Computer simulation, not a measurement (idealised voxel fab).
Herein follows the process module entitled voxel capacitor over wiring.
The figure presents cross-section cut, which has a width of 280 nm and is divided into square cells with an edge length of 5 nm.
A cross-section is written here as square cells arranged in a grid, and it is given in bands from the top down, each band taking up one or more rows of cells. It is stipulated that each band's entry specify, in nanometres, the height of the top of the band and then that of its bottom, followed by the materials of the band in left-to-right sequence, each together with its width in nanometres. A single material marked by the word "all across" is understood to fill the band from edge to edge; the word "air" is understood to denote empty space. Height is counted from the level 0, under which the received wafer is composed throughout of one material. The lowest of the bands is not closed at the bottom but continues downward, in the notation "0 down". Per-row width for "30->40": begins at first number (top row of band), ends at second number (bottom row), increment between rows held constant. "left unchanged", as given for a step, is the statement that not any cell of the cross-section underwent a change during that step. Each empty space that has no open way to the top and spans at least 8 cells appears under "Enclosed internal voids" as width x height at distance, the distance counted from the left edge, all in nm. Post-settings text on a step line: simulator's own remark regarding the step. The line of a step may include "overlay nm". On a step with a mask, this value is how far to the right of its planned place the mask lay. A negative value means the mask lay to the left.

## Steps planned for the process
1. RECEIVE: material Si
2. CONFORMAL_DEP: material SiO2, thk nm 15
3. CONFORMAL_DEP: material SiN, thk nm 5
4. DIRECTIONAL_DEP: material lowk, thk nm 20
5. PATTERN: tone open, mask id METAL_1, material resist, width nm 30, pitch nm 80, thk nm 15, overlay nm 0
6. DIRECTIONAL_ETCH: etch materials lowk, depth nm 20
7. DIRECTIONAL_ETCH: etch materials SiN, depth nm 5
8. STRIP: etch materials resist
9. CONFORMAL_DEP: material TiN, thk nm 5
10. FILL_DEP: material W, thk nm 5
11. CMP: height nm 40
12. CONFORMAL_DEP: material SiCN, thk nm 5
13. DIRECTIONAL_DEP: material SiO2, thk nm 10
14. DIRECTIONAL_DEP: material aC, thk nm 10
15. PATTERN: tone open, mask id PLUG_1, material resist, width nm 15, thk nm 30, overlay nm -15
16. DIRECTIONAL_ETCH: etch materials aC, depth nm 10
17. STRIP: etch materials resist
18. DIRECTIONAL_ETCH: etch materials SiO2, depth nm 10
19. DIRECTIONAL_ETCH: etch materials SiCN, depth nm 5
20. STRIP: etch materials aC
21. CONFORMAL_DEP: material TiN, thk nm 5
22. FILL_DEP: material Ru, thk nm 5
23. CMP: height nm 55
24. DIRECTIONAL_DEP: material TiN, thk nm 10
25. DIRECTIONAL_DEP: material Al2O3, thk nm 5
26. DIRECTIONAL_DEP: material TiN, thk nm 5
27. MASKED_ETCH: tone cover, mask id UPPER_PLATE, width nm 55, etch materials TiN, depth nm 5, overlay nm 0
28. MASKED_ETCH: tone cover, mask id UPPER_PLATE, width nm 55, etch materials Al2O3, depth nm 5, overlay nm 0
29. PATTERN: tone cover, mask id LOWER_PLATE, material resist, width nm 65, thk nm 15, overlay nm 0
30. DIRECTIONAL_ETCH: etch materials TiN, depth nm 10
31. STRIP: etch materials resist
32. FILL_DEP: material SiO2, thk nm 15
33. CMP: height nm 85
34. PATTERN: tone open, mask id PLUG_2, material resist, width nm 15, thk nm 15, overlay nm 0
35. DIRECTIONAL_ETCH: etch materials SiO2, depth nm 10
36. STRIP: etch materials resist
37. CONFORMAL_DEP: material TiN, thk nm 5
38. FILL_DEP: material Cu, thk nm 5
39. CMP: height nm 85
40. CONFORMAL_DEP: material SiCN, thk nm 5
What sets these wafers apart? The overlay nm at step 15. They all start alike, and the plan carries the first wafer's value.

## As-received cross-section, first of several wafers, post step 1
* 0 down | Si all across
* Enclosed internal voids: none

## Below: a row per wafer. Contents at end of module: for every material, cells gained since receipt (+) or lost since receipt (-); then closed voids
overlay nm -15; +11 Al2O3; +1 Cu; +2 Ru; +109 SiCN; +44 SiN; +556 SiO2; +77 TiN; +32 W; +176 lowk; Enclosed internal voids: none
overlay nm -10; +11 Al2O3; +1 Cu; +2 Ru; +109 SiCN; +44 SiN; +556 SiO2; +77 TiN; +32 W; +176 lowk; Enclosed internal voids: none
overlay nm -5; +11 Al2O3; +1 Cu; +2 Ru; +109 SiCN; +44 SiN; +556 SiO2; +77 TiN; +32 W; +176 lowk; Enclosed internal voids: none
overlay nm 0; +11 Al2O3; +1 Cu; +2 Ru; +109 SiCN; +44 SiN; +556 SiO2; +77 TiN; +32 W; +176 lowk; Enclosed internal voids: none
overlay nm 5; +11 Al2O3; +1 Cu; +2 Ru; +109 SiCN; +44 SiN; +556 SiO2; +77 TiN; +32 W; +176 lowk; Enclosed internal voids: none
overlay nm 10; +11 Al2O3; +1 Cu; +2 Ru; +109 SiCN; +44 SiN; +556 SiO2; +77 TiN; +32 W; +176 lowk; Enclosed internal voids: none
overlay nm 15; +11 Al2O3; +1 Cu; +2 Ru; +109 SiCN; +44 SiN; +556 SiO2; +77 TiN; +32 W; +176 lowk; Enclosed internal voids: none
